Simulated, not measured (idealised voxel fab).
process module | voxel released beams
cross-section cut | 240 nm wide | cells 5 nm
A cross-section is a grid of square cells, given in bands from the top down. A band is one or more rows of cells.
Each band's line starts with the height of the band's top and of its bottom, in nm. Then come its materials from left to right, each with its width in nm. One material with "throughout" fills the band from edge to edge. "air" is empty space.
Height 0 is the level under which the wafer as received is all one material. The lowest band goes on downwards, as in "0 down".
A width such as "30 to 40" changes by the same amount from each row of cells to the next, from the band's top row to its bottom row.
"no change" after a step means that no cell of the cross-section changed.
closed voids: empty space of 8 cells or more with no open way to the top, each as width x height at its distance from the left edge, in nm
after a step's settings: what the simulator itself notes on the step
overlay nm, on a step with a mask: how far to the right of its planned place the mask lay; to the left if negative
plan
1 op RECEIVE | material Si
2 op CONFORMAL_DEP | material Al2O3 | thk nm 5
3 op DIRECTIONAL_DEP | material SiO2 | thk nm 20
4 op MASKED_ETCH | tone open | mask id ANCHOR | width nm 25 | etch materials SiO2 | depth nm 20 | overlay nm 0
5 op CONFORMAL_DEP | material polySi | thk nm 10
6 op MASKED_ETCH | tone cover | mask id BEAM | width nm 110 | etch materials polySi | depth nm 10 | overlay nm 0
7 op STRIP | etch materials SiO2
as received, after step 1
  0 down: Si throughout
  closed voids: none
first wafer at the end, as planned
  35 to 25: air 60 | polySi 15 | air 5 | polySi 90 | air 70
  25 to 15: air 65 | polySi 10 | air 5 | polySi 10 | air 150
  15 to 5: air 65 | polySi 25 | air 150
  5 to 0: Al2O3 throughout
  0 down: Si throughout
  closed voids: none
second wafer at the end: like start, like plan, one mistake
  35 to 25: air 60 | polySi 40 | air 140
  25 to 15: air 55 | polySi 10 | SiO2 25 | polySi 10 | air 140
  15 to 5: air 55 | polySi 10 | SiO2 25 | polySi 80 | air 70
  5 to 0: Al2O3 throughout
  0 down: Si throughout
  closed voids: none
what went wrong: step 4 ran as: op MASKED_ETCH | tone cover | mask id ANCHOR | width nm 25 | etch materials SiO2 | depth nm 20 | overlay nm 0
at the end the second wafer has, in cells: 20 more of SiO2
